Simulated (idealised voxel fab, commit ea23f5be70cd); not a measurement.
Process module heading - voxel quadruple lines
Each square cell in cross-section cut measures 5 nm, and the section as a whole is 255 nm wide.
Square cells in a grid make up a cross-section in this document, and the grid is given as bands, listed from the top down, each one or more rows of cells. Look at the band entry: it leads with the top's height and the bottom's height in nm. Then it lists the materials left to right, with a width in nm for each. The word "full width" on a single material says that material fills the band edge to edge. The word "blank" is empty space. We count height from 0. Below that, the starting wafer is all one material. The lowest band never ends at the bottom but goes on down; see "0 and below" for how that is written. A width such as "30 to 40" changes by the same amount from each row of cells to the next, from the band's top row to its bottom row. No cell of the cross-section changed in a step that is given as "no modifications". Enclosed cavity list: empty space of 8 cells or more with no open way to the top, each as width x height at its distance from the left edge, in nm. On each step's line, the part that comes after the settings is the simulator's own comment on the step. The line of a step may include "overlay nm". On a step with a mask, this value is how far to the right of its planned place the mask lay. A negative value means the mask lay to the left.

The steps planned for the process are as follows:
1,op RECEIVE | material Si
2,op CONFORMAL_DEP | material Al2O3 | thk nm 5
3,op DIRECTIONAL_DEP | material W | thk nm 15
4,op DIRECTIONAL_DEP | material polySi | thk nm 20
5,op DIRECTIONAL_DEP | material aC | thk nm 20
6,op PATTERN | tone cover | mask id MANDREL | material resist | width nm 20 | pitch nm 60 | thk nm 25 | overlay nm 0
7,op DIRECTIONAL_ETCH | etch materials aC | depth nm 20
8,op STRIP | etch materials resist
9,op CONFORMAL_DEP | material SiO2 | thk nm 10
10,op DIRECTIONAL_ETCH | etch materials SiO2 | depth nm 10
11,op STRIP | etch materials aC
12,op DIRECTIONAL_ETCH | etch materials polySi | depth nm 20
13,op STRIP | etch materials SiO2
14,op CONFORMAL_DEP | material SiN | thk nm 5
15,op DIRECTIONAL_ETCH | etch materials SiN | depth nm 5
16,op STRIP | etch materials polySi
17,op DIRECTIONAL_ETCH | etch materials W | depth nm 15
18,op STRIP | etch materials SiN
19,op FILL_DEP | material lowk | thk nm 5
20,op CMP | height nm 20

On the first of the two wafers: run conducted according to plan:

Cross-section of the wafer upon arrival, representing the state reached after step 1:
  0 and below: Si full width
  Enclosed cavity list: none

The following cross-section depicts the wafer upon completion of step 2:
  5 down to 0: Al2O3 full width
  Whatever lies below 0 is exactly as it was before.

The following cross-section depicts the wafer upon completion of step 3:
  20 down to 5: W full width
  Whatever lies below 5 is exactly as it was before.

The following cross-section depicts the wafer upon completion of step 4:
  40 down to 20: polySi full width
  Whatever lies below 20 is exactly as it was before.

The following cross-section depicts the wafer upon completion of step 5:
  60 down to 40: aC full width
  Whatever lies below 40 is exactly as it was before.

The following cross-section depicts the wafer upon completion of step 6:
  85 down to 60: 85 blank, then 20 resist, then 40 blank, then 20 resist, then 90 blank
  Whatever lies below 60 is exactly as it was before.

The following cross-section depicts the wafer upon completion of step 7:
  65 down to 60: 85 blank, then 20 resist, then 40 blank, then 20 resist, then 90 blank
  60 down to 40: 85 blank, then 20 aC, then 40 blank, then 20 aC, then 90 blank
  Whatever lies below 40 is exactly as it was before.

The following cross-section depicts the wafer upon completion of step 8:
  60 down to 40: 85 blank, then 20 aC, then 40 blank, then 20 aC, then 90 blank
  Whatever lies below 40 is exactly as it was before.

The following cross-section depicts the wafer upon completion of step 9:
  70 down to 60: 75 blank, then 40 SiO2, then 20 blank, then 40 SiO2, then 80 blank
  60 down to 50: 75 blank, then 10 SiO2, then 20 aC, then 10 SiO2, then 20 blank, then 10 SiO2, then 20 aC, then 10 SiO2, then 80 blank
  50 down to 40: 85 SiO2, then 20 aC, then 40 SiO2, then 20 aC, then 90 SiO2
  Whatever lies below 40 is exactly as it was before.

The following cross-section depicts the wafer upon completion of step 10:
  60 down to 40: 75 blank, then 10 SiO2, then 20 aC, then 10 SiO2, then 20 blank, then 10 SiO2, then 20 aC, then 10 SiO2, then 80 blank
  Whatever lies below 40 is exactly as it was before.

The following cross-section depicts the wafer upon completion of step 11:
  60 down to 40: 75 blank, then 10 SiO2, then 20 blank, then 10 SiO2, then 20 blank, then 10 SiO2, then 20 blank, then 10 SiO2, then 80 blank
  Whatever lies below 40 is exactly as it was before.

The following cross-section depicts the wafer upon completion of step 12:
  60 down to 40: 75 blank, then 10 SiO2, then 20 blank, then 10 SiO2, then 20 blank, then 10 SiO2, then 20 blank, then 10 SiO2, then 80 blank
  40 down to 20: 75 blank, then 10 polySi, then 20 blank, then 10 polySi, then 20 blank, then 10 polySi, then 20 blank, then 10 polySi, then 80 blank
  Whatever lies below 20 is exactly as it was before.

The following cross-section depicts the wafer upon completion of step 13:
  40 down to 20: 75 blank, then 10 polySi, then 20 blank, then 10 polySi, then 20 blank, then 10 polySi, then 20 blank, then 10 polySi, then 80 blank
  Whatever lies below 20 is exactly as it was before.

The following cross-section depicts the wafer upon completion of step 14:
  45 down to 40: 70 blank, then 20 SiN, then 10 blank, then 20 SiN, then 10 blank, then 20 SiN, then 10 blank, then 20 SiN, then 75 blank
  40 down to 25: 70 blank, then 5 SiN, then 10 polySi, then 5 SiN, then 10 blank, then 5 SiN, then 10 polySi, then 5 SiN, then 10 blank, then 5 SiN, then 10 polySi, then 5 SiN, then 10 blank, then 5 SiN, then 10 polySi, then 5 SiN, then 75 blank
  25 down to 20: 75 SiN, then 10 polySi, then 20 SiN, then 10 polySi, then 20 SiN, then 10 polySi, then 20 SiN, then 10 polySi, then 80 SiN
  Whatever lies below 20 is exactly as it was before.

The following cross-section depicts the wafer upon completion of step 15:
  40 down to 20: 70 blank, then 5 SiN, then 10 polySi, then 5 SiN, then 10 blank, then 5 SiN, then 10 polySi, then 5 SiN, then 10 blank, then 5 SiN, then 10 polySi, then 5 SiN, then 10 blank, then 5 SiN, then 10 polySi, then 5 SiN, then 75 blank
  Whatever lies below 20 is exactly as it was before.

The following cross-section depicts the wafer upon completion of step 16:
  40 down to 20: 70 blank, then 5 SiN, then 10 blank, then 5 SiN, then 10 blank, then 5 SiN, then 10 blank, then 5 SiN, then 10 blank, then 5 SiN, then 10 blank, then 5 SiN, then 10 blank, then 5 SiN, then 10 blank, then 5 SiN, then 75 blank
  Whatever lies below 20 is exactly as it was before.

The following cross-section depicts the wafer upon completion of step 17:
  40 down to 20: 70 blank, then 5 SiN, then 10 blank, then 5 SiN, then 10 blank, then 5 SiN, then 10 blank, then 5 SiN, then 10 blank, then 5 SiN, then 10 blank, then 5 SiN, then 10 blank, then 5 SiN, then 10 blank, then 5 SiN, then 75 blank
  20 down to 5: 70 blank, then 5 W, then 10 blank, then 5 W, then 10 blank, then 5 W, then 10 blank, then 5 W, then 10 blank, then 5 W, then 10 blank, then 5 W, then 10 blank, then 5 W, then 10 blank, then 5 W, then 75 blank
  Whatever lies below 5 is exactly as it was before.

The following cross-section depicts the wafer upon completion of step 18:
  20 down to 5: 70 blank, then 5 W, then 10 blank, then 5 W, then 10 blank, then 5 W, then 10 blank, then 5 W, then 10 blank, then 5 W, then 10 blank, then 5 W, then 10 blank, then 5 W, then 10 blank, then 5 W, then 75 blank
  Whatever lies below 5 is exactly as it was before.

The following cross-section depicts the wafer upon completion of step 19:
  25 down to 20: lowk full width
  20 down to 5: 70 lowk, then 5 W, then 10 lowk, then 5 W, then 10 lowk, then 5 W, then 10 lowk, then 5 W, then 10 lowk, then 5 W, then 10 lowk, then 5 W, then 10 lowk, then 5 W, then 10 lowk, then 5 W, then 75 lowk
  Whatever lies below 5 is exactly as it was before.

The following cross-section depicts the wafer upon completion of step 20:
  20 down to 5: 70 lowk, then 5 W, then 10 lowk, then 5 W, then 10 lowk, then 5 W, then 10 lowk, then 5 W, then 10 lowk, then 5 W, then 10 lowk, then 5 W, then 10 lowk, then 5 W, then 10 lowk, then 5 W, then 75 lowk
  Whatever lies below 5 is exactly as it was before.

Wafer two. Identical start, identical plan. One mistake in execution. Identical history through step 5:

Second wafer cross-section, taken as of the time the plan sets for step 6 to be done:
  85 down to 60: 95 blank, then 20 resist, then 40 blank, then 20 resist, then 80 blank
  Whatever lies below 60 is exactly as it was before.

Second wafer cross-section, taken as of the time the plan sets for step 7 to be done:
  65 down to 60: 95 blank, then 20 resist, then 40 blank, then 20 resist, then 80 blank
  60 down to 40: 95 blank, then 20 aC, then 40 blank, then 20 aC, then 80 blank
  Whatever lies below 40 is exactly as it was before.

Second wafer cross-section, taken as of the time the plan sets for step 8 to be done:
  60 down to 40: 95 blank, then 20 aC, then 40 blank, then 20 aC, then 80 blank
  Whatever lies below 40 is exactly as it was before.

Second wafer cross-section, taken as of the time the plan sets for step 9 to be done:
  70 down to 60: 85 blank, then 40 SiO2, then 20 blank, then 40 SiO2, then 70 blank
  60 down to 50: 85 blank, then 10 SiO2, then 20 aC, then 10 SiO2, then 20 blank, then 10 SiO2, then 20 aC, then 10 SiO2, then 70 blank
  50 down to 40: 95 SiO2, then 20 aC, then 40 SiO2, then 20 aC, then 80 SiO2
  Whatever lies below 40 is exactly as it was before.

Second wafer cross-section, taken as of the time the plan sets for step 10 to be done:
  60 down to 40: 85 blank, then 10 SiO2, then 20 aC, then 10 SiO2, then 20 blank, then 10 SiO2, then 20 aC, then 10 SiO2, then 70 blank
  Whatever lies below 40 is exactly as it was before.

Second wafer cross-section, taken as of the time the plan sets for step 11 to be done:
  60 down to 40: 85 blank, then 10 SiO2, then 20 blank, then 10 SiO2, then 20 blank, then 10 SiO2, then 20 blank, then 10 SiO2, then 70 blank
  Whatever lies below 40 is exactly as it was before.

Second wafer cross-section, taken as of the time the plan sets for step 12 to be done:
  60 down to 40: 85 blank, then 10 SiO2, then 20 blank, then 10 SiO2, then 20 blank, then 10 SiO2, then 20 blank, then 10 SiO2, then 70 blank
  40 down to 20: 85 blank, then 10 polySi, then 20 blank, then 10 polySi, then 20 blank, then 10 polySi, then 20 blank, then 10 polySi, then 70 blank
  Whatever lies below 20 is exactly as it was before.

Second wafer cross-section, taken as of the time the plan sets for step 13 to be done:
  40 down to 20: 85 blank, then 10 polySi, then 20 blank, then 10 polySi, then 20 blank, then 10 polySi, then 20 blank, then 10 polySi, then 70 blank
  Whatever lies below 20 is exactly as it was before.

Second wafer cross-section, taken as of the time the plan sets for step 14 to be done:
  45 down to 40: 80 blank, then 20 SiN, then 10 blank, then 20 SiN, then 10 blank, then 20 SiN, then 10 blank, then 20 SiN, then 65 blank
  40 down to 25: 80 blank, then 5 SiN, then 10 polySi, then 5 SiN, then 10 blank, then 5 SiN, then 10 polySi, then 5 SiN, then 10 blank, then 5 SiN, then 10 polySi, then 5 SiN, then 10 blank, then 5 SiN, then 10 polySi, then 5 SiN, then 65 blank
  25 down to 20: 85 SiN, then 10 polySi, then 20 SiN, then 10 polySi, then 20 SiN, then 10 polySi, then 20 SiN, then 10 polySi, then 70 SiN
  Whatever lies below 20 is exactly as it was before.

Second wafer cross-section, taken as of the time the plan sets for step 15 to be done:
  40 down to 20: 80 blank, then 5 SiN, then 10 polySi, then 5 SiN, then 10 blank, then 5 SiN, then 10 polySi, then 5 SiN, then 10 blank, then 5 SiN, then 10 polySi, then 5 SiN, then 10 blank, then 5 SiN, then 10 polySi, then 5 SiN, then 65 blank
  Whatever lies below 20 is exactly as it was before.

Second wafer cross-section, taken as of the time the plan sets for step 16 to be done:
  40 down to 20: 80 blank, then 5 SiN, then 10 blank, then 5 SiN, then 10 blank, then 5 SiN, then 10 blank, then 5 SiN, then 10 blank, then 5 SiN, then 10 blank, then 5 SiN, then 10 blank, then 5 SiN, then 10 blank, then 5 SiN, then 65 blank
  Whatever lies below 20 is exactly as it was before.

Second wafer cross-section, taken as of the time the plan sets for step 17 to be done:
  40 down to 20: 80 blank, then 5 SiN, then 10 blank, then 5 SiN, then 10 blank, then 5 SiN, then 10 blank, then 5 SiN, then 10 blank, then 5 SiN, then 10 blank, then 5 SiN, then 10 blank, then 5 SiN, then 10 blank, then 5 SiN, then 65 blank
  20 down to 5: 80 blank, then 5 W, then 10 blank, then 5 W, then 10 blank, then 5 W, then 10 blank, then 5 W, then 10 blank, then 5 W, then 10 blank, then 5 W, then 10 blank, then 5 W, then 10 blank, then 5 W, then 65 blank
  Whatever lies below 5 is exactly as it was before.

Second wafer cross-section, taken as of the time the plan sets for step 18 to be done:
  20 down to 5: 80 blank, then 5 W, then 10 blank, then 5 W, then 10 blank, then 5 W, then 10 blank, then 5 W, then 10 blank, then 5 W, then 10 blank, then 5 W, then 10 blank, then 5 W, then 10 blank, then 5 W, then 65 blank
  Whatever lies below 5 is exactly as it was before.

Second wafer cross-section, taken as of the time the plan sets for step 19 to be done:
  25 down to 20: lowk full width
  20 down to 5: 80 lowk, then 5 W, then 10 lowk, then 5 W, then 10 lowk, then 5 W, then 10 lowk, then 5 W, then 10 lowk, then 5 W, then 10 lowk, then 5 W, then 10 lowk, then 5 W, then 10 lowk, then 5 W, then 65 lowk
  Whatever lies below 5 is exactly as it was before.

Second wafer cross-section, taken as of the time the plan sets for step 20 to be done:
  20 down to 5: 80 lowk, then 5 W, then 10 lowk, then 5 W, then 10 lowk, then 5 W, then 10 lowk, then 5 W, then 10 lowk, then 5 W, then 10 lowk, then 5 W, then 10 lowk, then 5 W, then 10 lowk, then 5 W, then 65 lowk
  Whatever lies below 5 is exactly as it was before.
Where did the run depart from the plan? step 6 was processed under conditions differing from the plan, specifically as op PATTERN | tone cover | mask id MANDREL | material resist | width nm 20 | pitch nm 60 | thk nm 25 | overlay nm 10
Cell counts per material: same on both final wafers. Positions: different.
